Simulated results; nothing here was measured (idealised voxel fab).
Presented below is a process module, voxel wiring stack.
215 nm wide, 5 nm square cells: that's cross-section cut.
Format of a cross-section: grid, square cells. Given as bands. Order: top down. Band: one or more rows of cells. Band: top and bottom heights (nm) first, top before bottom; then materials from left to right, widths in nm. "everywhere" marks a sole material filling the band edge to edge. "empty" denotes empty space. A quick word on heights: they are counted from 0, and under that level the wafer as it came to us is one material throughout. The lowest band is different from the rest in having no bottom; it simply continues downward, written as in "from 0 down". A width given as "30->40" starts at the first number in the band's top row and ends at the second number in its bottom row, shifting by an equal amount at every step from row to row. "remained unchanged" means the step left every cell of the cross-section as it was. For the entry "Unvented cavities", the listed items are empty spaces with no open way to the top whose size is 8 cells or more; each item follows the pattern width x height at distance, where distance is from the left edge and all three are in nm. If you see something after the settings on a step's line, that's the simulator's own remark about that step. What "overlay nm" on a step's line means: if the step has a mask, that mask lay this far to the right of its planned place, or, when the value is negative, to the left.
[Set out below are the planned steps of the process]
1,RECEIVE,material Si
2,CONFORMAL_DEP,material SiO2,thk nm 10
3,CONFORMAL_DEP,material SiCN,thk nm 5
4,DIRECTIONAL_DEP,material SiO2,thk nm 15
5,MASKED_ETCH,tone open,mask id METAL_1,width nm 25,pitch nm 50,etch materials SiO2,depth nm 15,overlay nm 0
6,MASKED_ETCH,tone open,mask id METAL_1,width nm 25,pitch nm 50,etch materials SiCN,depth nm 5,overlay nm 0
7,CONFORMAL_DEP,material TiN,thk nm 5
8,FILL_DEP,material W,thk nm 5
9,CMP,height nm 30
10,CONFORMAL_DEP,material SiCN,thk nm 5
11,DIRECTIONAL_DEP,material lowk,thk nm 20
12,PATTERN,tone open,mask id PLUG_1,material resist,width nm 15,pitch nm 100,thk nm 15,overlay nm 0
13,DIRECTIONAL_ETCH,etch materials lowk,depth nm 20
14,DIRECTIONAL_ETCH,etch materials SiCN,depth nm 5
15,STRIP,etch materials resist
16,EPI,material Ru,thk nm 10
17,EPI,material Ru,thk nm 10
18,EPI,material Ru,thk nm 5
19,DIRECTIONAL_DEP,material TiN,thk nm 5
20,DIRECTIONAL_DEP,material Ru,thk nm 20
21,PATTERN,tone cover,mask id METAL_2,material resist,width nm 25,pitch nm 50,thk nm 20,overlay nm 0
22,DIRECTIONAL_ETCH,etch materials Ru,depth nm 20
23,DIRECTIONAL_ETCH,etch materials TiN,depth nm 5
24,STRIP,etch materials resist
25,FILL_DEP,material SiO2,thk nm 10
26,CMP,height nm 80
27,CONFORMAL_DEP,material SiCN,thk nm 5
28,DIRECTIONAL_DEP,material lowk,thk nm 15
29,PATTERN,tone open,mask id PLUG_2,material resist,width nm 15,pitch nm 100,thk nm 20,overlay nm 0
30,DIRECTIONAL_ETCH,etch materials lowk,depth nm 15
31,DIRECTIONAL_ETCH,etch materials SiCN,depth nm 5
32,STRIP,etch materials resist
33,CONFORMAL_DEP,material TiN,thk nm 5
34,FILL_DEP,material Cu,thk nm 5
35,CMP,height nm 100
36,DIRECTIONAL_DEP,material TiN,thk nm 5
37,DIRECTIONAL_DEP,material Ru,thk nm 15
38,MASKED_ETCH,tone cover,mask id METAL_3,width nm 25,pitch nm 50,etch materials Ru,depth nm 15,overlay nm 0
39,MASKED_ETCH,tone cover,mask id METAL_3,width nm 25,pitch nm 50,etch materials TiN,depth nm 5,overlay nm 0
40,FILL_DEP,material SiO2,thk nm 10
41,CMP,height nm 120
42,CONFORMAL_DEP,material SiN,thk nm 5
[So this is the incoming wafer in cross-section - it's already been through step 1]
from 0 down | Si everywhere
Unvented cavities: none
[Cross-section at module end, one run error; start and plan unchanged from above]
from 125 to 120 | SiN everywhere
from 120 to 105 | 45 of SiO2 | 25 of Ru | 25 of SiO2 | 25 of Ru | 25 of SiO2 | 25 of Ru | 45 of SiO2
from 105 to 100 | 45 of SiO2 | 25 of TiN | 25 of SiO2 | 25 of TiN | 25 of SiO2 | 25 of TiN | 45 of SiO2
from 100 to 85 | 45 of lowk | 5 of TiN | 5 of Cu | 5 of TiN | 85 of lowk | 5 of TiN | 5 of Cu | 5 of TiN | 55 of lowk
from 85 to 80 | 45 of SiCN | 15 of TiN | 85 of SiCN | 15 of TiN | 55 of SiCN
from 80 to 75 | 45 of SiO2 | 25 of TiN | 25 of SiO2 | 25 of TiN | 25 of SiO2 | 25 of TiN | 45 of SiO2
from 75 to 55 | Ru everywhere
from 55 to 35 | 45 of lowk | 15 of Ru | 85 of lowk | 15 of Ru | 55 of lowk
from 35 to 30 | 45 of SiCN | 15 of Ru | 85 of SiCN | 15 of Ru | 55 of SiCN
from 30 to 15 | 45 of SiO2 | 5 of TiN | 15 of W | 5 of TiN | 25 of SiO2 | 5 of TiN | 15 of W | 5 of TiN | 25 of SiO2 | 5 of TiN | 15 of W | 5 of TiN | 45 of SiO2
from 15 to 10 | 45 of SiCN | 25 of TiN | 25 of SiCN | 25 of TiN | 25 of SiCN | 25 of TiN | 45 of SiCN
from 10 to 0 | SiO2 everywhere
from 0 down | Si everywhere
Unvented cavities: none
Which mistake was made when the wafer was run? step 20 occupied the plan position of step 19, and the converse holds as well
